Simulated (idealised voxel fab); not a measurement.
process module | voxel wiring stack
In the cross-section labelled cut, the width is 165 nm and each square cell is 5 nm.
Each cross-section below is a grid of square cells, stated as bands in top-down order, with one or more rows of cells making up each band. Basically the band line says how high the top is and how high the bottom is, in nm, and then what's in it from left to right, every material with its width in nm. Empty space shows up as "air", and if a single material carries "throughout" it runs the full band edge to edge. Heights are measured from 0, the level below which the as-received wafer is all one material; the lowest band has no bottom and continues downward, written as in "top 0, no bottom". Graded width ("30..40"): value in top row of band = first number; value in bottom row = second number; row-to-row change constant. "nothing got changed" (step): cross-section cells unchanged, all of them. "Closed void catalog" specifies each empty space that is not open to the top and that occupies no fewer than 8 cells, using the form width x height at distance, the distance measured from the left edge and all three quantities in nm. On a step's line, text after the settings is the simulator commenting on that step. The line of a step may include "overlay nm". On a step with a mask, this value is how far to the right of its planned place the mask lay. A negative value means the mask lay to the left.

### The following list gives the planned process steps
1,RECEIVE,material Si
2,CONFORMAL_DEP,material SiO2,thk nm 15
3,DIRECTIONAL_DEP,material TiN,thk nm 5
4,DIRECTIONAL_DEP,material W,thk nm 20
5,DIRECTIONAL_DEP,material aC,thk nm 10
6,PATTERN,tone cover,mask id METAL_1,material resist,width nm 30,pitch nm 45,thk nm 30,overlay nm 0
7,DIRECTIONAL_ETCH,etch materials aC,depth nm 10
8,STRIP,etch materials resist
9,DIRECTIONAL_ETCH,etch materials W,depth nm 20
10,DIRECTIONAL_ETCH,etch materials TiN,depth nm 5
11,STRIP,etch materials aC
12,CONFORMAL_DEP,material SiN,thk nm 5
13,FILL_DEP,material lowk,thk nm 5
14,CMP,height nm 40
15,CONFORMAL_DEP,material SiCN,thk nm 5
16,DIRECTIONAL_DEP,material SiO2,thk nm 20
17,DIRECTIONAL_DEP,material aC,thk nm 10
18,PATTERN,tone open,mask id PLUG_1,material resist,width nm 15,pitch nm 90,thk nm 25,overlay nm 0
19,DIRECTIONAL_ETCH,etch materials aC,depth nm 10
20,STRIP,etch materials resist
21,DIRECTIONAL_ETCH,etch materials SiO2,depth nm 20
22,DIRECTIONAL_ETCH,etch materials SiCN,depth nm 5
23,STRIP,etch materials aC
24,EPI,material Ru,thk nm 10
25,EPI,material Ru,thk nm 10
26,EPI,material Ru,thk nm 5
27,DIRECTIONAL_DEP,material TiN,thk nm 5
28,DIRECTIONAL_DEP,material W,thk nm 25
29,DIRECTIONAL_DEP,material aC,thk nm 10
30,PATTERN,tone cover,mask id METAL_2,material resist,width nm 30,pitch nm 45,thk nm 30,overlay nm 0
31,DIRECTIONAL_ETCH,etch materials aC,depth nm 10
32,STRIP,etch materials resist
33,DIRECTIONAL_ETCH,etch materials W,depth nm 25
34,DIRECTIONAL_ETCH,etch materials TiN,depth nm 5
35,STRIP,etch materials aC
36,CONFORMAL_DEP,material SiN,thk nm 5
37,FILL_DEP,material lowk,thk nm 5
38,CMP,height nm 95
39,CONFORMAL_DEP,material SiCN,thk nm 5
40,DIRECTIONAL_DEP,material lowk,thk nm 10
41,MASKED_ETCH,tone open,mask id PLUG_2,width nm 15,pitch nm 90,etch materials lowk,depth nm 10,overlay nm 0
42,MASKED_ETCH,tone open,mask id PLUG_2,width nm 15,pitch nm 90,etch materials SiCN,depth nm 5,overlay nm 0
43,EPI,material Ru,thk nm 10
44,EPI,material Ru,thk nm 5
45,DIRECTIONAL_DEP,material TiN,thk nm 5
46,DIRECTIONAL_DEP,material W,thk nm 15
47,MASKED_ETCH,tone cover,mask id METAL_3,width nm 30,pitch nm 45,etch materials W,depth nm 15,overlay nm 0
48,MASKED_ETCH,tone cover,mask id METAL_3,width nm 30,pitch nm 45,etch materials TiN,depth nm 5,overlay nm 0
49,FILL_DEP,material SiO2,thk nm 10
50,CMP,height nm 130
51,CONFORMAL_DEP,material SiCN,thk nm 5
52,DIRECTIONAL_DEP,material lowk,thk nm 10
53,PATTERN,tone open,mask id PLUG_3,material resist,width nm 15,pitch nm 45,thk nm 20,overlay nm 0
54,DIRECTIONAL_ETCH,etch materials lowk,depth nm 10
55,DIRECTIONAL_ETCH,etch materials SiCN,depth nm 5
56,STRIP,etch materials resist
57,CONFORMAL_DEP,material TiN,thk nm 5
58,FILL_DEP,material Cu,thk nm 5
59,CMP,height nm 145
60,DIRECTIONAL_DEP,material TiN,thk nm 5
61,DIRECTIONAL_DEP,material W,thk nm 20
62,MASKED_ETCH,tone cover,mask id METAL_4,width nm 30,pitch nm 45,etch materials W,depth nm 20,overlay nm 0
63,MASKED_ETCH,tone cover,mask id METAL_4,width nm 30,pitch nm 45,etch materials TiN,depth nm 5,overlay nm 0
64,CONFORMAL_DEP,material SiCN,thk nm 5
65,FILL_DEP,material SiO2,thk nm 10
66,CMP,height nm 170
67,CONFORMAL_DEP,material SiCN,thk nm 5

### Of two wafers, the first: run according to plan

### The cross-section here shows the wafer as received, i.e. in its state after step 1
    top 0, no bottom: Si throughout
    Closed void catalog: none

### So this is the wafer cross-section right after step 2
    top 15, bottom 0: SiO2 throughout
    For the remainder of the cross-section, below 0, there is no change.

### So this is the wafer cross-section right after step 3
    top 20, bottom 15: TiN throughout
    For the remainder of the cross-section, below 15, there is no change.

### So this is the wafer cross-section right after step 4
    top 40, bottom 20: W throughout
    For the remainder of the cross-section, below 20, there is no change.

### So this is the wafer cross-section right after step 5
    top 50, bottom 40: aC throughout
    For the remainder of the cross-section, below 40, there is no change.

### So this is the wafer cross-section right after step 6
    top 80, bottom 50: 20 air / 30 resist / 15 air / 30 resist / 15 air / 30 resist / 25 air
    For the remainder of the cross-section, below 50, there is no change.

### So this is the wafer cross-section right after step 7
    top 70, bottom 50: 20 air / 30 resist / 15 air / 30 resist / 15 air / 30 resist / 25 air
    top 50, bottom 40: 20 air / 30 aC / 15 air / 30 aC / 15 air / 30 aC / 25 air
    For the remainder of the cross-section, below 40, there is no change.

### So this is the wafer cross-section right after step 8
    top 50, bottom 40: 20 air / 30 aC / 15 air / 30 aC / 15 air / 30 aC / 25 air
    For the remainder of the cross-section, below 40, there is no change.

### So this is the wafer cross-section right after step 9
    top 50, bottom 40: 20 air / 30 aC / 15 air / 30 aC / 15 air / 30 aC / 25 air
    top 40, bottom 20: 20 air / 30 W / 15 air / 30 W / 15 air / 30 W / 25 air
    For the remainder of the cross-section, below 20, there is no change.

### So this is the wafer cross-section right after step 10
    top 50, bottom 40: 20 air / 30 aC / 15 air / 30 aC / 15 air / 30 aC / 25 air
    top 40, bottom 20: 20 air / 30 W / 15 air / 30 W / 15 air / 30 W / 25 air
    top 20, bottom 15: 20 air / 30 TiN / 15 air / 30 TiN / 15 air / 30 TiN / 25 air
    For the remainder of the cross-section, below 15, there is no change.

### So this is the wafer cross-section right after step 11
    top 40, bottom 20: 20 air / 30 W / 15 air / 30 W / 15 air / 30 W / 25 air
    For the remainder of the cross-section, below 20, there is no change.

### So this is the wafer cross-section right after step 12
    top 45, bottom 40: 15 air / 40 SiN / 5 air / 40 SiN / 5 air / 40 SiN / 20 air
    top 40, bottom 20: 15 air / 5 SiN / 30 W / 5 SiN / 5 air / 5 SiN / 30 W / 5 SiN / 5 air / 5 SiN / 30 W / 5 SiN / 20 air
    top 20, bottom 15: 20 SiN / 30 TiN / 15 SiN / 30 TiN / 15 SiN / 30 TiN / 25 SiN
    For the remainder of the cross-section, below 15, there is no change.

### So this is the wafer cross-section right after step 13
    top 50, bottom 45: lowk throughout
    top 45, bottom 40: 15 lowk / 40 SiN / 5 lowk / 40 SiN / 5 lowk / 40 SiN / 20 lowk
    top 40, bottom 20: 15 lowk / 5 SiN / 30 W / 5 SiN / 5 lowk / 5 SiN / 30 W / 5 SiN / 5 lowk / 5 SiN / 30 W / 5 SiN / 20 lowk
    For the remainder of the cross-section, below 20, there is no change.

### So this is the wafer cross-section right after step 14
    top 40, bottom 20: 15 lowk / 5 SiN / 30 W / 5 SiN / 5 lowk / 5 SiN / 30 W / 5 SiN / 5 lowk / 5 SiN / 30 W / 5 SiN / 20 lowk
    For the remainder of the cross-section, below 20, there is no change.

### So this is the wafer cross-section right after step 15
    top 45, bottom 40: SiCN throughout
    For the remainder of the cross-section, below 40, there is no change.

### So this is the wafer cross-section right after step 16
    top 65, bottom 45: SiO2 throughout
    For the remainder of the cross-section, below 45, there is no change.

### So this is the wafer cross-section right after step 17
    top 75, bottom 65: aC throughout
    For the remainder of the cross-section, below 65, there is no change.

### So this is the wafer cross-section right after step 18
    top 100, bottom 75: 20 resist / 15 air / 75 resist / 15 air / 40 resist
    For the remainder of the cross-section, below 75, there is no change.

### So this is the wafer cross-section right after step 19
    top 90, bottom 75: 20 resist / 15 air / 75 resist / 15 air / 40 resist
    top 75, bottom 65: 20 aC / 15 air / 75 aC / 15 air / 40 aC
    For the remainder of the cross-section, below 65, there is no change.

### So this is the wafer cross-section right after step 20
    top 75, bottom 65: 20 aC / 15 air / 75 aC / 15 air / 40 aC
    For the remainder of the cross-section, below 65, there is no change.

### So this is the wafer cross-section right after step 21
    top 75, bottom 65: 20 aC / 15 air / 75 aC / 15 air / 40 aC
    top 65, bottom 45: 20 SiO2 / 15 air / 75 SiO2 / 15 air / 40 SiO2
    For the remainder of the cross-section, below 45, there is no change.

### So this is the wafer cross-section right after step 22
    top 75, bottom 65: 20 aC / 15 air / 75 aC / 15 air / 40 aC
    top 65, bottom 45: 20 SiO2 / 15 air / 75 SiO2 / 15 air / 40 SiO2
    top 45, bottom 40: 20 SiCN / 15 air / 75 SiCN / 15 air / 40 SiCN
    For the remainder of the cross-section, below 40, there is no change.

### So this is the wafer cross-section right after step 23
    top 65, bottom 45: 20 SiO2 / 15 air / 75 SiO2 / 15 air / 40 SiO2
    For the remainder of the cross-section, below 45, there is no change.

### So this is the wafer cross-section right after step 24
    top 65, bottom 50: 20 SiO2 / 15 air / 75 SiO2 / 15 air / 40 SiO2
    top 50, bottom 45: 20 SiO2 / 15 Ru / 75 SiO2 / 15 Ru / 40 SiO2
    top 45, bottom 40: 20 SiCN / 15 Ru / 75 SiCN / 15 Ru / 40 SiCN
    For the remainder of the cross-section, below 40, there is no change.

### So this is the wafer cross-section right after step 25
    top 65, bottom 60: 20 SiO2 / 15 air / 75 SiO2 / 15 air / 40 SiO2
    top 60, bottom 45: 20 SiO2 / 15 Ru / 75 SiO2 / 15 Ru / 40 SiO2
    For the remainder of the cross-section, below 45, there is no change.

### So this is the wafer cross-section right after step 26
    top 65, bottom 45: 20 SiO2 / 15 Ru / 75 SiO2 / 15 Ru / 40 SiO2
    For the remainder of the cross-section, below 45, there is no change.

### So this is the wafer cross-section right after step 27
    top 70, bottom 65: TiN throughout
    For the remainder of the cross-section, below 65, there is no change.

### So this is the wafer cross-section right after step 28
    top 95, bottom 70: W throughout
    For the remainder of the cross-section, below 70, there is no change.

### So this is the wafer cross-section right after step 29
    top 105, bottom 95: aC throughout
    For the remainder of the cross-section, below 95, there is no change.

### So this is the wafer cross-section right after step 30
    top 135, bottom 105: 20 air / 30 resist / 15 air / 30 resist / 15 air / 30 resist / 25 air
    For the remainder of the cross-section, below 105, there is no change.

### So this is the wafer cross-section right after step 31
    top 125, bottom 105: 20 air / 30 resist / 15 air / 30 resist / 15 air / 30 resist / 25 air
    top 105, bottom 95: 20 air / 30 aC / 15 air / 30 aC / 15 air / 30 aC / 25 air
    For the remainder of the cross-section, below 95, there is no change.

### So this is the wafer cross-section right after step 32
    top 105, bottom 95: 20 air / 30 aC / 15 air / 30 aC / 15 air / 30 aC / 25 air
    For the remainder of the cross-section, below 95, there is no change.

### So this is the wafer cross-section right after step 33
    top 105, bottom 95: 20 air / 30 aC / 15 air / 30 aC / 15 air / 30 aC / 25 air
    top 95, bottom 70: 20 air / 30 W / 15 air / 30 W / 15 air / 30 W / 25 air
    For the remainder of the cross-section, below 70, there is no change.

### So this is the wafer cross-section right after step 34
    top 105, bottom 95: 20 air / 30 aC / 15 air / 30 aC / 15 air / 30 aC / 25 air
    top 95, bottom 70: 20 air / 30 W / 15 air / 30 W / 15 air / 30 W / 25 air
    top 70, bottom 65: 20 air / 30 TiN / 15 air / 30 TiN / 15 air / 30 TiN / 25 air
    For the remainder of the cross-section, below 65, there is no change.

### So this is the wafer cross-section right after step 35
    top 95, bottom 70: 20 air / 30 W / 15 air / 30 W / 15 air / 30 W / 25 air
    For the remainder of the cross-section, below 70, there is no change.

### So this is the wafer cross-section right after step 36
    top 100, bottom 95: 15 air / 40 SiN / 5 air / 40 SiN / 5 air / 40 SiN / 20 air
    top 95, bottom 70: 15 air / 5 SiN / 30 W / 5 SiN / 5 air / 5 SiN / 30 W / 5 SiN / 5 air / 5 SiN / 30 W / 5 SiN / 20 air
    top 70, bottom 65: 20 SiN / 30 TiN / 15 SiN / 30 TiN / 15 SiN / 30 TiN / 25 SiN
    For the remainder of the cross-section, below 65, there is no change.

### So this is the wafer cross-section right after step 37
    top 105, bottom 100: lowk throughout
    top 100, bottom 95: 15 lowk / 40 SiN / 5 lowk / 40 SiN / 5 lowk / 40 SiN / 20 lowk
    top 95, bottom 70: 15 lowk / 5 SiN / 30 W / 5 SiN / 5 lowk / 5 SiN / 30 W / 5 SiN / 5 lowk / 5 SiN / 30 W / 5 SiN / 20 lowk
    For the remainder of the cross-section, below 70, there is no change.

### So this is the wafer cross-section right after step 38
    top 95, bottom 70: 15 lowk / 5 SiN / 30 W / 5 SiN / 5 lowk / 5 SiN / 30 W / 5 SiN / 5 lowk / 5 SiN / 30 W / 5 SiN / 20 lowk
    For the remainder of the cross-section, below 70, there is no change.

### So this is the wafer cross-section right after step 39
    top 100, bottom 95: SiCN throughout
    For the remainder of the cross-section, below 95, there is no change.

### So this is the wafer cross-section right after step 40
    top 110, bottom 100: lowk throughout
    For the remainder of the cross-section, below 100, there is no change.

### So this is the wafer cross-section right after step 41
    top 110, bottom 100: 20 lowk / 15 air / 75 lowk / 15 air / 40 lowk
    For the remainder of the cross-section, below 100, there is no change.

### So this is the wafer cross-section right after step 42
    top 110, bottom 100: 20 lowk / 15 air / 75 lowk / 15 air / 40 lowk
    top 100, bottom 95: 20 SiCN / 15 air / 75 SiCN / 15 air / 40 SiCN
    For the remainder of the cross-section, below 95, there is no change.

### So this is the wafer cross-section right after step 43
    top 110, bottom 105: 20 lowk / 15 air / 75 lowk / 15 air / 40 lowk
    top 105, bottom 100: 20 lowk / 15 Ru / 75 lowk / 15 Ru / 40 lowk
    top 100, bottom 95: 20 SiCN / 15 Ru / 75 SiCN / 15 Ru / 40 SiCN
    For the remainder of the cross-section, below 95, there is no change.

### So this is the wafer cross-section right after step 44
    top 110, bottom 100: 20 lowk / 15 Ru / 75 lowk / 15 Ru / 40 lowk
    For the remainder of the cross-section, below 100, there is no change.

### So this is the wafer cross-section right after step 45
    top 115, bottom 110: TiN throughout
    For the remainder of the cross-section, below 110, there is no change.

### So this is the wafer cross-section right after step 46
    top 130, bottom 115: W throughout
    For the remainder of the cross-section, below 115, there is no change.

### So this is the wafer cross-section right after step 47
    top 130, bottom 115: 20 air / 30 W / 15 air / 30 W / 15 air / 30 W / 25 air
    For the remainder of the cross-section, below 115, there is no change.

### So this is the wafer cross-section right after step 48
    top 130, bottom 115: 20 air / 30 W / 15 air / 30 W / 15 air / 30 W / 25 air
    top 115, bottom 110: 20 air / 30 TiN / 15 air / 30 TiN / 15 air / 30 TiN / 25 air
    For the remainder of the cross-section, below 110, there is no change.

### So this is the wafer cross-section right after step 49
    top 140, bottom 130: SiO2 throughout
    top 130, bottom 115: 20 SiO2 / 30 W / 15 SiO2 / 30 W / 15 SiO2 / 30 W / 25 SiO2
    top 115, bottom 110: 20 SiO2 / 30 TiN / 15 SiO2 / 30 TiN / 15 SiO2 / 30 TiN / 25 SiO2
    For the remainder of the cross-section, below 110, there is no change.

### So this is the wafer cross-section right after step 50
    top 130, bottom 115: 20 SiO2 / 30 W / 15 SiO2 / 30 W / 15 SiO2 / 30 W / 25 SiO2
    For the remainder of the cross-section, below 115, there is no change.

### So this is the wafer cross-section right after step 51
    top 135, bottom 130: SiCN throughout
    For the remainder of the cross-section, below 130, there is no change.

### So this is the wafer cross-section right after step 52
    top 145, bottom 135: lowk throughout
    For the remainder of the cross-section, below 135, there is no change.

### So this is the wafer cross-section right after step 53
    top 165, bottom 145: 20 resist / 15 air / 30 resist / 15 air / 30 resist / 15 air / 40 resist
    For the remainder of the cross-section, below 145, there is no change.

### So this is the wafer cross-section right after step 54
    top 165, bottom 145: 20 resist / 15 air / 30 resist / 15 air / 30 resist / 15 air / 40 resist
    top 145, bottom 135: 20 lowk / 15 air / 30 lowk / 15 air / 30 lowk / 15 air / 40 lowk
    For the remainder of the cross-section, below 135, there is no change.

### So this is the wafer cross-section right after step 55
    top 165, bottom 145: 20 resist / 15 air / 30 resist / 15 air / 30 resist / 15 air / 40 resist
    top 145, bottom 135: 20 lowk / 15 air / 30 lowk / 15 air / 30 lowk / 15 air / 40 lowk
    top 135, bottom 130: 20 SiCN / 15 air / 30 SiCN / 15 air / 30 SiCN / 15 air / 40 SiCN
    For the remainder of the cross-section, below 130, there is no change.

### So this is the wafer cross-section right after step 56
    top 145, bottom 135: 20 lowk / 15 air / 30 lowk / 15 air / 30 lowk / 15 air / 40 lowk
    For the remainder of the cross-section, below 135, there is no change.

### So this is the wafer cross-section right after step 57
    top 150, bottom 145: 25 TiN / 5 air / 40 TiN / 5 air / 40 TiN / 5 air / 45 TiN
    top 145, bottom 135: 20 lowk / 5 TiN / 5 air / 5 TiN / 30 lowk / 5 TiN / 5 air / 5 TiN / 30 lowk / 5 TiN / 5 air / 5 TiN / 40 lowk
    top 135, bottom 130: 20 SiCN / 15 TiN / 30 SiCN / 15 TiN / 30 SiCN / 15 TiN / 40 SiCN
    For the remainder of the cross-section, below 130, there is no change.

### So this is the wafer cross-section right after step 58
    top 155, bottom 150: Cu throughout
    top 150, bottom 145: 25 TiN / 5 Cu / 40 TiN / 5 Cu / 40 TiN / 5 Cu / 45 TiN
    top 145, bottom 135: 20 lowk / 5 TiN / 5 Cu / 5 TiN / 30 lowk / 5 TiN / 5 Cu / 5 TiN / 30 lowk / 5 TiN / 5 Cu / 5 TiN / 40 lowk
    For the remainder of the cross-section, below 135, there is no change.

### So this is the wafer cross-section right after step 59
    top 145, bottom 135: 20 lowk / 5 TiN / 5 Cu / 5 TiN / 30 lowk / 5 TiN / 5 Cu / 5 TiN / 30 lowk / 5 TiN / 5 Cu / 5 TiN / 40 lowk
    For the remainder of the cross-section, below 135, there is no change.

### So this is the wafer cross-section right after step 60
    top 150, bottom 145: TiN throughout
    For the remainder of the cross-section, below 145, there is no change.

### So this is the wafer cross-section right after step 61
    top 170, bottom 150: W throughout
    For the remainder of the cross-section, below 150, there is no change.

### So this is the wafer cross-section right after step 62
    top 170, bottom 150: 20 air / 30 W / 15 air / 30 W / 15 air / 30 W / 25 air
    For the remainder of the cross-section, below 150, there is no change.

### So this is the wafer cross-section right after step 63
    top 170, bottom 150: 20 air / 30 W / 15 air / 30 W / 15 air / 30 W / 25 air
    top 150, bottom 145: 20 air / 30 TiN / 15 air / 30 TiN / 15 air / 30 TiN / 25 air
    For the remainder of the cross-section, below 145, there is no change.

### So this is the wafer cross-section right after step 64
    top 175, bottom 170: 15 air / 40 SiCN / 5 air / 40 SiCN / 5 air / 40 SiCN / 20 air
    top 170, bottom 150: 15 air / 5 SiCN / 30 W / 5 SiCN / 5 air / 5 SiCN / 30 W / 5 SiCN / 5 air / 5 SiCN / 30 W / 5 SiCN / 20 air
    top 150, bottom 145: 20 SiCN / 30 TiN / 15 SiCN / 30 TiN / 15 SiCN / 30 TiN / 25 SiCN
    For the remainder of the cross-section, below 145, there is no change.

### So this is the wafer cross-section right after step 65
    top 185, bottom 175: SiO2 throughout
    top 175, bottom 170: 15 SiO2 / 40 SiCN / 5 SiO2 / 40 SiCN / 5 SiO2 / 40 SiCN / 20 SiO2
    top 170, bottom 150: 15 SiO2 / 5 SiCN / 30 W / 5 SiCN / 5 SiO2 / 5 SiCN / 30 W / 5 SiCN / 5 SiO2 / 5 SiCN / 30 W / 5 SiCN / 20 SiO2
    For the remainder of the cross-section, below 150, there is no change.

### So this is the wafer cross-section right after step 66
    top 170, bottom 150: 15 SiO2 / 5 SiCN / 30 W / 5 SiCN / 5 SiO2 / 5 SiCN / 30 W / 5 SiCN / 5 SiO2 / 5 SiCN / 30 W / 5 SiCN / 20 SiO2
    For the remainder of the cross-section, below 150, there is no change.

### So this is the wafer cross-section right after step 67
    top 175, bottom 170: SiCN throughout
    For the remainder of the cross-section, below 170, there is no change.

### The remaining wafer, second of the two, started like the first and was run to the same plan, except that one mistake was made along the way; the two coincide through step 61, inclusive

### Second wafer, section view, time point: scheduled end of step 62
    top 170, bottom 150: 15 air / 30 W / 15 air / 30 W / 15 air / 30 W / 30 air
    For the remainder of the cross-section, below 150, there is no change.

### Second wafer, section view, time point: scheduled end of step 63
    top 170, bottom 150: 15 air / 30 W / 15 air / 30 W / 15 air / 30 W / 30 air
    top 150, bottom 145: 15 air / 35 TiN / 10 air / 35 TiN / 10 air / 35 TiN / 25 air
    For the remainder of the cross-section, below 145, there is no change.

### Second wafer, section view, time point: scheduled end of step 64
    top 175, bottom 170: 10 air / 40 SiCN / 5 air / 40 SiCN / 5 air / 40 SiCN / 25 air
    top 170, bottom 155: 10 air / 5 SiCN / 30 W / 5 SiCN / 5 air / 5 SiCN / 30 W / 5 SiCN / 5 air / 5 SiCN / 30 W / 5 SiCN / 25 air
    top 155, bottom 150: 10 air / 5 SiCN / 30 W / 15 SiCN / 30 W / 15 SiCN / 30 W / 10 SiCN / 20 air
    top 150, bottom 145: 15 SiCN / 35 TiN / 10 SiCN / 35 TiN / 10 SiCN / 35 TiN / 25 SiCN
    For the remainder of the cross-section, below 145, there is no change.

### Second wafer, section view, time point: scheduled end of step 65
    top 185, bottom 175: SiO2 throughout
    top 175, bottom 170: 10 SiO2 / 40 SiCN / 5 SiO2 / 40 SiCN / 5 SiO2 / 40 SiCN / 25 SiO2
    top 170, bottom 155: 10 SiO2 / 5 SiCN / 30 W / 5 SiCN / 5 SiO2 / 5 SiCN / 30 W / 5 SiCN / 5 SiO2 / 5 SiCN / 30 W / 5 SiCN / 25 SiO2
    top 155, bottom 150: 10 SiO2 / 5 SiCN / 30 W / 15 SiCN / 30 W / 15 SiCN / 30 W / 10 SiCN / 20 SiO2
    For the remainder of the cross-section, below 150, there is no change.

### Second wafer, section view, time point: scheduled end of step 66
    top 170, bottom 155: 10 SiO2 / 5 SiCN / 30 W / 5 SiCN / 5 SiO2 / 5 SiCN / 30 W / 5 SiCN / 5 SiO2 / 5 SiCN / 30 W / 5 SiCN / 25 SiO2
    For the remainder of the cross-section, below 155, there is no change.

### Second wafer, section view, time point: scheduled end of step 67
    top 175, bottom 170: SiCN throughout
    For the remainder of the cross-section, below 170, there is no change.
The plan and the run diverged here: step 62 was not run as planned; what actually ran was MASKED_ETCH,tone cover,mask id METAL_4,width nm 30,pitch nm 45,etch materials W,depth nm 20,overlay nm -5
Cell-count delta at end, second wafer over first, by material: SiO2 -3 | TiN +3
